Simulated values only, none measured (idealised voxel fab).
process module | voxel wiring stack
cross-section cut | 280 nm wide | cells 5 nm
A cross-section is a grid of square cells, given in bands from the top down. A band is one or more rows of cells.
Each band's line starts with the height of the band's top and of its bottom, in nm. Then come its materials from left to right, each with its width in nm. One material with "throughout" fills the band from edge to edge. "air" is empty space.
Height 0 is the level under which the wafer as received is all one material. The lowest band goes on downwards, as in "0 down".
A width such as "30 to 40" changes by the same amount from each row of cells to the next, from the band's top row to its bottom row.
"no change" after a step means that no cell of the cross-section changed.
closed voids: empty space of 8 cells or more with no open way to the top, each as width x height at its distance from the left edge, in nm
after a step's settings: what the simulator itself notes on the step
overlay nm, on a step with a mask: how far to the right of its planned place the mask lay; to the left if negative
Each pair below shows a cross-section before one step and the cross-section after it, down to the lowest band that changed. The line under each pair gives the step between them, with its settings. The pairs can come from different runs of this module on the same starting wafer, so a pair continues from the pair above only where its "before" says so.
before
  135 to 130: TiN 110 | air 5 | TiN 165
  130 to 115: SiO2 105 | TiN 5 | air 5 | TiN 5 | SiO2 160
  115 to 110: SiCN 105 | TiN 15 | SiCN 160
  110 to 95: lowk 100 | TiN 5 | Cu 15 | TiN 5 | lowk 15 | TiN 5 | Cu 15 | TiN 5 | lowk 115
  95 to 90: lowk 100 | TiN 10 | Cu 5 | TiN 10 | lowk 15 | TiN 10 | Cu 5 | TiN 10 | lowk 115
  90 to 80: lowk 105 | TiN 5 | Cu 5 | TiN 5 | lowk 25 | TiN 5 | Cu 5 | TiN 5 | lowk 120
  80 to 75: SiCN 105 | TiN 15 | SiCN 25 | TiN 15 | SiCN 120
  75 to 60: SiO2 100 | SiN 5 | W 25 | SiN 5 | SiO2 5 | SiN 5 | W 25 | SiN 5 | SiO2 105
  60 to 55: SiN 105 | TiN 25 | SiN 15 | TiN 25 | SiN 110
  55 to 35: SiO2 105 | TiN 5 | Cu 5 | TiN 5 | SiO2 25 | TiN 5 | Cu 5 | TiN 5 | SiO2 120
  35 to 30: SiCN 105 | TiN 15 | SiCN 25 | TiN 15 | SiCN 120
  30 to 15: SiO2 100 | SiCN 5 | W 25 | SiCN 5 | SiO2 5 | SiCN 5 | W 25 | SiCN 5 | SiO2 105
  15 to 10: SiCN 105 | TiN 25 | SiCN 15 | TiN 25 | SiCN 110
  10 to 0: SiO2 throughout
  0 down: Si throughout
  closed voids: none
after
  140 to 135: Ru throughout
  135 to 130: TiN 110 | Ru 5 | TiN 165
  130 to 115: SiO2 105 | TiN 5 | Ru 5 | TiN 5 | SiO2 160
  below 115: unchanged
  closed voids: none
the step between: op FILL_DEP | material Ru | thk nm 5
before: the cross-section after the pair above
after
  130 to 115: SiO2 105 | TiN 5 | Ru 5 | TiN 5 | SiO2 160
  below 115: unchanged
  closed voids: none
the step between: op CMP | height nm 130
before: the cross-section after the pair above
after
  135 to 130: TiN throughout
  below 130: unchanged
  closed voids: none
the step between: op DIRECTIONAL_DEP | material TiN | thk nm 5
before: the cross-section after the pair above
after
  160 to 135: Ru throughout
  below 135: unchanged
  closed voids: none
the step between: op DIRECTIONAL_DEP | material Ru | thk nm 25
before: the cross-section after the pair above
after
  170 to 160: aC throughout
  below 160: unchanged
  closed voids: none
the step between: op DIRECTIONAL_DEP | material aC | thk nm 10
before: the cross-section after the pair above
after
  195 to 170: air 105 | resist 25 | air 15 | resist 25 | air 110
  below 170: unchanged
  closed voids: none
the step between: op PATTERN | tone cover | mask id METAL_4 | material resist | width nm 25 | pitch nm 40 | thk nm 25 | overlay nm 0
before: the cross-section after the pair above
after
  185 to 170: air 105 | resist 25 | air 15 | resist 25 | air 110
  170 to 160: air 105 | aC 25 | air 15 | aC 25 | air 110
  below 160: unchanged
  closed voids: none
the step between: op DIRECTIONAL_ETCH | etch materials aC | depth nm 10
before: the cross-section after the pair above
after
  170 to 160: air 105 | aC 25 | air 15 | aC 25 | air 110
  below 160: unchanged
  closed voids: none
the step between: op STRIP | etch materials resist
before: the cross-section after the pair above
after
  170 to 160: air 105 | aC 25 | air 15 | aC 25 | air 110
  160 to 135: air 105 | Ru 25 | air 15 | Ru 25 | air 110
  below 135: unchanged
  closed voids: none
the step between: op DIRECTIONAL_ETCH | etch materials Ru | depth nm 25
before: the cross-section after the pair above
after
  170 to 160: air 105 | aC 25 | air 15 | aC 25 | air 110
  160 to 135: air 105 | Ru 25 | air 15 | Ru 25 | air 110
  135 to 130: air 105 | TiN 25 | air 15 | TiN 25 | air 110
  below 130: unchanged
  closed voids: none
the step between: op DIRECTIONAL_ETCH | etch materials TiN | depth nm 5
before: the cross-section after the pair above
after
  160 to 135: air 105 | Ru 25 | air 15 | Ru 25 | air 110
  below 135: unchanged
  closed voids: none
the step between: op STRIP | etch materials aC
before: the cross-section after the pair above
after
  165 to 160: air 100 | SiN 35 | air 5 | SiN 35 | air 105
  160 to 135: air 100 | SiN 5 | Ru 25 | SiN 5 | air 5 | SiN 5 | Ru 25 | SiN 5 | air 105
  135 to 130: SiN 105 | TiN 25 | SiN 15 | TiN 25 | SiN 110
  below 130: unchanged
  closed voids: none
the step between: op CONFORMAL_DEP | material SiN | thk nm 5
before: the cross-section after the pair above
after
  175 to 165: lowk throughout
  165 to 160: lowk 100 | SiN 35 | lowk 5 | SiN 35 | lowk 105
  160 to 135: lowk 100 | SiN 5 | Ru 25 | SiN 5 | lowk 5 | SiN 5 | Ru 25 | SiN 5 | lowk 105
  below 135: unchanged
  closed voids: none
the step between: op FILL_DEP | material lowk | thk nm 10
before: the cross-section after the pair above
after
  160 to 135: lowk 100 | SiN 5 | Ru 25 | SiN 5 | lowk 5 | SiN 5 | Ru 25 | SiN 5 | lowk 105
  below 135: unchanged
  closed voids: none
the step between: op CMP | height nm 160
before: the cross-section after the pair above
after
  165 to 160: SiCN throughout
  below 160: unchanged
  closed voids: none
the step between: op CONFORMAL_DEP | material SiCN | thk nm 5
before
  30 to 15: air 105 | W 25 | air 15 | W 25 | air 110
  15 to 10: air 105 | TiN 25 | air 15 | TiN 25 | air 110
  10 to 0: SiO2 throughout
  0 down: Si throughout
  closed voids: none
after
  35 to 30: air 100 | Cu 35 | air 5 | Cu 35 | air 105
  30 to 15: air 100 | Cu 5 | W 25 | Cu 5 | air 5 | Cu 5 | W 25 | Cu 5 | air 105
  15 to 10: Cu 105 | TiN 25 | Cu 15 | TiN 25 | Cu 110
  below 10: unchanged
  closed voids: none
the step between: op CONFORMAL_DEP | material Cu | thk nm 5
before: the cross-section after the pair above
after
  40 to 35: SiO2 throughout
  35 to 30: SiO2 100 | Cu 35 | SiO2 5 | Cu 35 | SiO2 105
  30 to 15: SiO2 100 | Cu 5 | W 25 | Cu 5 | SiO2 5 | Cu 5 | W 25 | Cu 5 | SiO2 105
  below 15: unchanged
  closed voids: none
the step between: op FILL_DEP | material SiO2 | thk nm 5
before: the cross-section after the pair above
after
  30 to 15: SiO2 100 | Cu 5 | W 25 | Cu 5 | SiO2 5 | Cu 5 | W 25 | Cu 5 | SiO2 105
  below 15: unchanged
  closed voids: none
the step between: op CMP | height nm 30
before: the cross-section after the pair above
after
  35 to 30: SiCN throughout
  below 30: unchanged
  closed voids: none
the step between: op CONFORMAL_DEP | material SiCN | thk nm 5
before: the cross-section after the pair above
after
  55 to 35: SiO2 throughout
  below 35: unchanged
  closed voids: none
the step between: op DIRECTIONAL_DEP | material SiO2 | thk nm 20
before: the cross-section after the pair above
after
  70 to 55: aC throughout
  below 55: unchanged
  closed voids: none
the step between: op DIRECTIONAL_DEP | material aC | thk nm 15
before: the cross-section after the pair above
after
  105 to 70: resist 105 | air 15 | resist 25 | air 15 | resist 120
  below 70: unchanged
  closed voids: none
the step between: op PATTERN | tone open | mask id PLUG_1 | material resist | width nm 15 | pitch nm 40 | thk nm 35 | overlay nm 0
before: the cross-section after the pair above
after
  90 to 70: resist 105 | air 15 | resist 25 | air 15 | resist 120
  70 to 55: aC 105 | air 15 | aC 25 | air 15 | aC 120
  below 55: unchanged
  closed voids: none
the step between: op DIRECTIONAL_ETCH | etch materials aC | depth nm 15
before: the cross-section after the pair above
after
  70 to 55: aC 105 | air 15 | aC 25 | air 15 | aC 120
  below 55: unchanged
  closed voids: none
the step between: op STRIP | etch materials resist
before: the cross-section after the pair above
after
  70 to 55: aC 105 | air 15 | aC 25 | air 15 | aC 120
  55 to 35: SiO2 105 | air 15 | SiO2 25 | air 15 | SiO2 120
  below 35: unchanged
  closed voids: none
the step between: op DIRECTIONAL_ETCH | etch materials SiO2 | depth nm 20
before: the cross-section after the pair above
after
  70 to 55: aC 105 | air 15 | aC 25 | air 15 | aC 120
  55 to 35: SiO2 105 | air 15 | SiO2 25 | air 15 | SiO2 120
  35 to 30: SiCN 105 | air 15 | SiCN 25 | air 15 | SiCN 120
  below 30: unchanged
  closed voids: none
the step between: op DIRECTIONAL_ETCH | etch materials SiCN | depth nm 5
before: the cross-section after the pair above
after
  55 to 35: SiO2 105 | air 15 | SiO2 25 | air 15 | SiO2 120
  below 35: unchanged
  closed voids: none
the step between: op STRIP | etch materials aC
before: the cross-section after the pair above
after
  60 to 55: TiN 110 | air 5 | TiN 35 | air 5 | TiN 125
  55 to 35: SiO2 105 | TiN 5 | air 5 | TiN 5 | SiO2 25 | TiN 5 | air 5 | TiN 5 | SiO2 120
  35 to 30: SiCN 105 | TiN 15 | SiCN 25 | TiN 15 | SiCN 120
  below 30: unchanged
  closed voids: none
the step between: op CONFORMAL_DEP | material TiN | thk nm 5
before: the cross-section after the pair above
after
  65 to 60: Cu throughout
  60 to 55: TiN 110 | Cu 5 | TiN 35 | Cu 5 | TiN 125
  55 to 35: SiO2 105 | TiN 5 | Cu 5 | TiN 5 | SiO2 25 | TiN 5 | Cu 5 | TiN 5 | SiO2 120
  below 35: unchanged
  closed voids: none
the step between: op FILL_DEP | material Cu | thk nm 5
before: the cross-section after the pair above
after
  55 to 35: SiO2 105 | TiN 5 | Cu 5 | TiN 5 | SiO2 25 | TiN 5 | Cu 5 | TiN 5 | SiO2 120
  below 35: unchanged
  closed voids: none
the step between: op CMP | height nm 55
before: the cross-section after the pair above
after
  60 to 55: TiN throughout
  below 55: unchanged
  closed voids: none
the step between: op DIRECTIONAL_DEP | material TiN | thk nm 5
before: the cross-section after the pair above
after
  75 to 60: W throughout
  below 60: unchanged
  closed voids: none
the step between: op DIRECTIONAL_DEP | material W | thk nm 15
before: the cross-section after the pair above
after
  90 to 75: aC throughout
  below 75: unchanged
  closed voids: none
the step between: op DIRECTIONAL_DEP | material aC | thk nm 15
before: the cross-section after the pair above
after
  125 to 90: air 105 | resist 25 | air 15 | resist 25 | air 110
  below 90: unchanged
  closed voids: none
the step between: op PATTERN | tone cover | mask id METAL_2 | material resist | width nm 25 | pitch nm 40 | thk nm 35 | overlay nm 0
before: the cross-section after the pair above
after
  110 to 90: air 105 | resist 25 | air 15 | resist 25 | air 110
  90 to 75: air 105 | aC 25 | air 15 | aC 25 | air 110
  below 75: unchanged
  closed voids: none
the step between: op DIRECTIONAL_ETCH | etch materials aC | depth nm 15
before: the cross-section after the pair above
after
  90 to 75: air 105 | aC 25 | air 15 | aC 25 | air 110
  below 75: unchanged
  closed voids: none
the step between: op STRIP | etch materials resist
before: the cross-section after the pair above
after
  90 to 75: air 105 | aC 25 | air 15 | aC 25 | air 110
  75 to 60: air 105 | W 25 | air 15 | W 25 | air 110
  below 60: unchanged
  closed voids: none
the step between: op DIRECTIONAL_ETCH | etch materials W | depth nm 15
before: the cross-section after the pair above
after
  90 to 75: air 105 | aC 25 | air 15 | aC 25 | air 110
  75 to 60: air 105 | W 25 | air 15 | W 25 | air 110
  60 to 55: air 105 | TiN 25 | air 15 | TiN 25 | air 110
  below 55: unchanged
  closed voids: none
the step between: op DIRECTIONAL_ETCH | etch materials TiN | depth nm 5
before: the cross-section after the pair above
after
  75 to 60: air 105 | W 25 | air 15 | W 25 | air 110
  below 60: unchanged
  closed voids: none
the step between: op STRIP | etch materials aC
before: the cross-section after the pair above
after
  80 to 75: air 100 | SiN 35 | air 5 | SiN 35 | air 105
  75 to 60: air 100 | SiN 5 | W 25 | SiN 5 | air 5 | SiN 5 | W 25 | SiN 5 | air 105
  60 to 55: SiN 105 | TiN 25 | SiN 15 | TiN 25 | SiN 110
  below 55: unchanged
  closed voids: none
the step between: op CONFORMAL_DEP | material SiN | thk nm 5
before: the cross-section after the pair above
after
  85 to 80: SiO2 throughout
  80 to 75: SiO2 100 | SiN 35 | SiO2 5 | SiN 35 | SiO2 105
  75 to 60: SiO2 100 | SiN 5 | W 25 | SiN 5 | SiO2 5 | SiN 5 | W 25 | SiN 5 | SiO2 105
  below 60: unchanged
  closed voids: none
the step between: op FILL_DEP | material SiO2 | thk nm 5
before: the cross-section after the pair above
after
  75 to 60: SiO2 100 | SiN 5 | W 25 | SiN 5 | SiO2 5 | SiN 5 | W 25 | SiN 5 | SiO2 105
  below 60: unchanged
  closed voids: none
the step between: op CMP | height nm 75
before: the cross-section after the pair above
after
  80 to 75: SiCN throughout
  below 75: unchanged
  closed voids: none
the step between: op CONFORMAL_DEP | material SiCN | thk nm 5
before: the cross-section after the pair above
after
  110 to 80: lowk throughout
  below 80: unchanged
  closed voids: none
the step between: op DIRECTIONAL_DEP | material lowk | thk nm 30
before: the cross-section after the pair above
after
  110 to 90: lowk 105 | air 25 | lowk 15 | air 25 | lowk 110
  below 90: unchanged
  closed voids: none
the step between: op MASKED_ETCH | tone open | mask id METAL_3 | width nm 25 | pitch nm 40 | etch materials lowk | depth nm 20 | overlay nm 0
before: the cross-section after the pair above
after
  125 to 110: aC 105 | air 25 | aC 15 | air 25 | aC 110
  110 to 105: lowk 105 | air 25 | lowk 15 | air 25 | lowk 110
  105 to 90: lowk 105 | aC 25 | lowk 15 | aC 25 | lowk 110
  below 90: unchanged
  closed voids: none
the step between: op DIRECTIONAL_DEP | material aC | thk nm 15
before: the cross-section after the pair above
after
  160 to 125: resist 105 | air 15 | resist 25 | air 15 | resist 120
  125 to 110: aC 105 | air 15 | resist 10 | aC 15 | air 15 | resist 10 | aC 110
  110 to 105: lowk 105 | air 15 | resist 10 | lowk 15 | air 15 | resist 10 | lowk 110
  below 105: unchanged
  closed voids: none
the step between: op PATTERN | tone open | mask id METAL_3_HOLES | material resist | width nm 15 | pitch nm 40 | thk nm 35 | overlay nm 0
before: the cross-section after the pair above
after
  145 to 125: resist 105 | air 15 | resist 25 | air 15 | resist 120
  125 to 110: aC 105 | air 15 | resist 10 | aC 15 | air 15 | resist 10 | aC 110
  110 to 105: lowk 105 | air 15 | resist 10 | lowk 15 | air 15 | resist 10 | lowk 110
  105 to 90: lowk 105 | air 15 | aC 10 | lowk 15 | air 15 | aC 10 | lowk 110
  below 90: unchanged
  closed voids: none
the step between: op DIRECTIONAL_ETCH | etch materials aC | depth nm 15
before: the cross-section after the pair above
after
  125 to 110: aC 105 | air 25 | aC 15 | air 25 | aC 110
  110 to 105: lowk 105 | air 25 | lowk 15 | air 25 | lowk 110
  below 105: unchanged
  closed voids: none
the step between: op STRIP | etch materials resist
before: the cross-section after the pair above
after
  125 to 110: aC 105 | air 25 | aC 15 | air 25 | aC 110
  110 to 105: lowk 105 | air 25 | lowk 15 | air 25 | lowk 110
  105 to 90: lowk 105 | air 15 | aC 10 | lowk 15 | air 15 | aC 10 | lowk 110
  90 to 80: lowk 105 | air 15 | lowk 25 | air 15 | lowk 120
  below 80: unchanged
  closed voids: none
the step between: op DIRECTIONAL_ETCH | etch materials lowk | depth nm 10
before: the cross-section after the pair above
after
  125 to 110: aC 105 | air 25 | aC 15 | air 25 | aC 110
  110 to 105: lowk 105 | air 25 | lowk 15 | air 25 | lowk 110
  105 to 90: lowk 105 | air 15 | aC 10 | lowk 15 | air 15 | aC 10 | lowk 110
  90 to 80: lowk 105 | air 15 | lowk 25 | air 15 | lowk 120
  80 to 75: SiCN 105 | air 15 | SiCN 25 | air 15 | SiCN 120
  below 75: unchanged
  closed voids: none
the step between: op DIRECTIONAL_ETCH | etch materials SiCN | depth nm 5
before: the cross-section after the pair above
after
  110 to 90: lowk 105 | air 25 | lowk 15 | air 25 | lowk 110
  below 90: unchanged
  closed voids: none
the step between: op STRIP | etch materials aC
before: the cross-section after the pair above
after
  115 to 110: TiN 110 | air 15 | TiN 25 | air 15 | TiN 115
  110 to 95: lowk 105 | TiN 5 | air 15 | TiN 5 | lowk 15 | TiN 5 | air 15 | TiN 5 | lowk 110
  95 to 90: lowk 105 | TiN 5 | air 5 | TiN 15 | lowk 15 | TiN 5 | air 5 | TiN 15 | lowk 110
  90 to 80: lowk 105 | TiN 5 | air 5 | TiN 5 | lowk 25 | TiN 5 | air 5 | TiN 5 | lowk 120
  80 to 75: SiCN 105 | TiN 15 | SiCN 25 | TiN 15 | SiCN 120
  below 75: unchanged
  closed voids: none
the step between: op CONFORMAL_DEP | material TiN | thk nm 5
before: the cross-section after the pair above
after
  125 to 115: Cu throughout
  115 to 110: TiN 110 | Cu 15 | TiN 25 | Cu 15 | TiN 115
  110 to 95: lowk 105 | TiN 5 | Cu 15 | TiN 5 | lowk 15 | TiN 5 | Cu 15 | TiN 5 | lowk 110
  95 to 90: lowk 105 | TiN 5 | Cu 5 | TiN 15 | lowk 15 | TiN 5 | Cu 5 | TiN 15 | lowk 110
  90 to 80: lowk 105 | TiN 5 | Cu 5 | TiN 5 | lowk 25 | TiN 5 | Cu 5 | TiN 5 | lowk 120
  below 80: unchanged
  closed voids: none
the step between: op FILL_DEP | material Cu | thk nm 10
before: the cross-section after the pair above
after
  110 to 95: lowk 105 | TiN 5 | Cu 15 | TiN 5 | lowk 15 | TiN 5 | Cu 15 | TiN 5 | lowk 110
  below 95: unchanged
  closed voids: none
the step between: op CMP | height nm 110
before: the cross-section after the pair above
after
  115 to 110: SiCN throughout
  below 110: unchanged
  closed voids: none
the step between: op CONFORMAL_DEP | material SiCN | thk nm 5
before: the cross-section after the pair above
after
  130 to 115: SiO2 throughout
  below 115: unchanged
  closed voids: none
the step between: op DIRECTIONAL_DEP | material SiO2 | thk nm 15
before: the cross-section after the pair above
after
  145 to 130: aC throughout
  below 130: unchanged
  closed voids: none
the step between: op DIRECTIONAL_DEP | material aC | thk nm 15
before: the cross-section after the pair above
after
  175 to 145: resist 105 | air 15 | resist 160
  below 145: unchanged
  closed voids: none
the step between: op PATTERN | tone open | mask id PLUG_3 | material resist | width nm 15 | thk nm 30 | overlay nm 0
before: the cross-section after the pair above
after
  160 to 145: resist 105 | air 15 | resist 160
  145 to 130: aC 105 | air 15 | aC 160
  below 130: unchanged
  closed voids: none
the step between: op DIRECTIONAL_ETCH | etch materials aC | depth nm 15
before: the cross-section after the pair above
after
  145 to 130: aC 105 | air 15 | aC 160
  below 130: unchanged
  closed voids: none
the step between: op STRIP | etch materials resist
before: the cross-section after the pair above
after
  145 to 130: aC 105 | air 15 | aC 160
  130 to 115: SiO2 105 | air 15 | SiO2 160
  below 115: unchanged
  closed voids: none
the step between: op DIRECTIONAL_ETCH | etch materials SiO2 | depth nm 15
before: the cross-section after the pair above
after
  145 to 130: aC 105 | air 15 | aC 160
  130 to 115: SiO2 105 | air 15 | SiO2 160
  115 to 110: SiCN 105 | air 15 | SiCN 160
  below 110: unchanged
  closed voids: none
the step between: op DIRECTIONAL_ETCH | etch materials SiCN | depth nm 5
before: the cross-section after the pair above
after
  130 to 115: SiO2 105 | air 15 | SiO2 160
  below 115: unchanged
  closed voids: none
the step between: op STRIP | etch materials aC
before: the cross-section after the pair above
after
  135 to 130: TiN 110 | air 5 | TiN 165
  130 to 115: SiO2 105 | TiN 5 | air 5 | TiN 5 | SiO2 160
  115 to 110: SiCN 105 | TiN 15 | SiCN 160
  below 110: unchanged
  closed voids: none
the step between: op CONFORMAL_DEP | material TiN | thk nm 5
before: the cross-section after the pair above
after
  140 to 135: Ru throughout
  135 to 130: TiN 110 | Ru 5 | TiN 165
  130 to 115: SiO2 105 | TiN 5 | Ru 5 | TiN 5 | SiO2 160
  below 115: unchanged
  closed voids: none
the step between: op FILL_DEP | material Ru | thk nm 5
before: the cross-section after the pair above
after
  130 to 115: SiO2 105 | TiN 5 | Ru 5 | TiN 5 | SiO2 160
  below 115: unchanged
  closed voids: none
the step between: op CMP | height nm 130
before: the cross-section after the pair above
after
  135 to 130: TiN throughout
  below 130: unchanged
  closed voids: none
the step between: op DIRECTIONAL_DEP | material TiN | thk nm 5
before: the cross-section after the pair above
after
  160 to 135: Ru throughout
  below 135: unchanged
  closed voids: none
the step between: op DIRECTIONAL_DEP | material Ru | thk nm 25
before: the cross-section after the pair above
after
  170 to 160: aC throughout
  below 160: unchanged
  closed voids: none
the step between: op DIRECTIONAL_DEP | material aC | thk nm 10
before: the cross-section after the pair above
after
  195 to 170: air 105 | resist 25 | air 15 | resist 25 | air 110
  below 170: unchanged
  closed voids: none
the step between: op PATTERN | tone cover | mask id METAL_4 | material resist | width nm 25 | pitch nm 40 | thk nm 25 | overlay nm 0
before: the cross-section after the pair above
after
  185 to 170: air 105 | resist 25 | air 15 | resist 25 | air 110
  170 to 160: air 105 | aC 25 | air 15 | aC 25 | air 110
  below 160: unchanged
  closed voids: none
the step between: op DIRECTIONAL_ETCH | etch materials aC | depth nm 10
before: the cross-section after the pair above
after
  170 to 160: air 105 | aC 25 | air 15 | aC 25 | air 110
  below 160: unchanged
  closed voids: none
the step between: op STRIP | etch materials resist
before: the cross-section after the pair above
after
  170 to 160: air 105 | aC 25 | air 15 | aC 25 | air 110
  160 to 135: air 105 | Ru 25 | air 15 | Ru 25 | air 110
  below 135: unchanged
  closed voids: none
the step between: op DIRECTIONAL_ETCH | etch materials Ru | depth nm 25
before: the cross-section after the pair above
after
  170 to 160: air 105 | aC 25 | air 15 | aC 25 | air 110
  160 to 135: air 105 | Ru 25 | air 15 | Ru 25 | air 110
  135 to 130: air 105 | TiN 25 | air 15 | TiN 25 | air 110
  below 130: unchanged
  closed voids: none
the step between: op DIRECTIONAL_ETCH | etch materials TiN | depth nm 5
before: the cross-section after the pair above
after
  160 to 135: air 105 | Ru 25 | air 15 | Ru 25 | air 110
  below 135: unchanged
  closed voids: none
the step between: op STRIP | etch materials aC
before: the cross-section after the pair above
after
  165 to 160: air 100 | SiN 35 | air 5 | SiN 35 | air 105
  160 to 135: air 100 | SiN 5 | Ru 25 | SiN 5 | air 5 | SiN 5 | Ru 25 | SiN 5 | air 105
  135 to 130: SiN 105 | TiN 25 | SiN 15 | TiN 25 | SiN 110
  below 130: unchanged
  closed voids: none
the step between: op CONFORMAL_DEP | material SiN | thk nm 5
before: the cross-section after the pair above
after
  175 to 165: lowk throughout
  165 to 160: lowk 100 | SiN 35 | lowk 5 | SiN 35 | lowk 105
  160 to 135: lowk 100 | SiN 5 | Ru 25 | SiN 5 | lowk 5 | SiN 5 | Ru 25 | SiN 5 | lowk 105
  below 135: unchanged
  closed voids: none
the step between: op FILL_DEP | material lowk | thk nm 10
before: the cross-section after the pair above
after
  160 to 135: lowk 100 | SiN 5 | Ru 25 | SiN 5 | lowk 5 | SiN 5 | Ru 25 | SiN 5 | lowk 105
  below 135: unchanged
  closed voids: none
the step between: op CMP | height nm 160
before: the cross-section after the pair above
after
  165 to 160: SiCN throughout
  below 160: unchanged
  closed voids: none
the step between: op CONFORMAL_DEP | material SiCN | thk nm 5
before
  170 to 160: aC throughout
  160 to 135: Ru throughout
  135 to 130: TiN throughout
  130 to 115: SiO2 105 | TiN 5 | Ru 5 | TiN 5 | SiO2 160
  115 to 110: SiCN 105 | TiN 15 | SiCN 160
  110 to 95: lowk 105 | TiN 5 | Cu 15 | TiN 5 | lowk 15 | TiN 5 | Cu 15 | TiN 5 | lowk 110
  95 to 90: lowk 105 | TiN 5 | Cu 5 | TiN 15 | lowk 15 | TiN 5 | Cu 5 | TiN 15 | lowk 110
  90 to 80: lowk 105 | TiN 5 | Cu 5 | TiN 5 | lowk 25 | TiN 5 | Cu 5 | TiN 5 | lowk 120
  80 to 75: SiCN 105 | TiN 15 | SiCN 25 | TiN 15 | SiCN 120
  75 to 60: SiO2 100 | SiN 5 | W 25 | SiN 5 | SiO2 5 | SiN 5 | W 25 | SiN 5 | SiO2 105
  60 to 55: SiN 105 | TiN 25 | SiN 15 | TiN 25 | SiN 110
  55 to 35: SiO2 105 | TiN 5 | Cu 5 | TiN 5 | SiO2 25 | TiN 5 | Cu 5 | TiN 5 | SiO2 120
  35 to 30: SiCN 105 | TiN 15 | SiCN 25 | TiN 15 | SiCN 120
  30 to 15: SiO2 100 | SiCN 5 | W 25 | SiCN 5 | SiO2 5 | SiCN 5 | W 25 | SiCN 5 | SiO2 105
  15 to 10: SiCN 105 | TiN 25 | SiCN 15 | TiN 25 | SiCN 110
  10 to 0: SiO2 throughout
  0 down: Si throughout
  closed voids: none
after
  195 to 170: resist 105 | air 25 | resist 15 | air 25 | resist 110
  below 170: unchanged
  closed voids: none
the step between: op PATTERN | tone open | mask id METAL_4 | material resist | width nm 25 | pitch nm 40 | thk nm 25 | overlay nm 0
before: the cross-section after the pair above
after
  185 to 170: resist 105 | air 25 | resist 15 | air 25 | resist 110
  170 to 160: aC 105 | air 25 | aC 15 | air 25 | aC 110
  below 160: unchanged
  closed voids: none
the step between: op DIRECTIONAL_ETCH | etch materials aC | depth nm 10
before: the cross-section after the pair above
after
  170 to 160: aC 105 | air 25 | aC 15 | air 25 | aC 110
  below 160: unchanged
  closed voids: none
the step between: op STRIP | etch materials resist
before: the cross-section after the pair above
after
  170 to 160: aC 105 | air 25 | aC 15 | air 25 | aC 110
  160 to 135: Ru 105 | air 25 | Ru 15 | air 25 | Ru 110
  below 135: unchanged
  closed voids: none
the step between: op DIRECTIONAL_ETCH | etch materials Ru | depth nm 25
before: the cross-section after the pair above
after
  170 to 160: aC 105 | air 25 | aC 15 | air 25 | aC 110
  160 to 135: Ru 105 | air 25 | Ru 15 | air 25 | Ru 110
  135 to 130: TiN 105 | air 25 | TiN 15 | air 25 | TiN 110
  below 130: unchanged
  closed voids: none
the step between: op DIRECTIONAL_ETCH | etch materials TiN | depth nm 5
before: the cross-section after the pair above
after
  160 to 135: Ru 105 | air 25 | Ru 15 | air 25 | Ru 110
  below 135: unchanged
  closed voids: none
the step between: op STRIP | etch materials aC
before: the cross-section after the pair above
after
  165 to 160: SiN 110 | air 15 | SiN 25 | air 15 | SiN 115
  160 to 135: Ru 105 | SiN 5 | air 15 | SiN 5 | Ru 15 | SiN 5 | air 15 | SiN 5 | Ru 110
  135 to 130: TiN 105 | SiN 25 | TiN 15 | SiN 25 | TiN 110
  below 130: unchanged
  closed voids: none
the step between: op CONFORMAL_DEP | material SiN | thk nm 5
before: the cross-section after the pair above
after
  175 to 165: lowk throughout
  165 to 160: SiN 110 | lowk 15 | SiN 25 | lowk 15 | SiN 115
  160 to 135: Ru 105 | SiN 5 | lowk 15 | SiN 5 | Ru 15 | SiN 5 | lowk 15 | SiN 5 | Ru 110
  below 135: unchanged
  closed voids: none
the step between: op FILL_DEP | material lowk | thk nm 10
before: the cross-section after the pair above
after
  160 to 135: Ru 105 | SiN 5 | lowk 15 | SiN 5 | Ru 15 | SiN 5 | lowk 15 | SiN 5 | Ru 110
  below 135: unchanged
  closed voids: none
the step between: op CMP | height nm 160
before: the cross-section after the pair above
after
  165 to 160: SiCN throughout
  below 160: unchanged
  closed voids: none
the step between: op CONFORMAL_DEP | material SiCN | thk nm 5
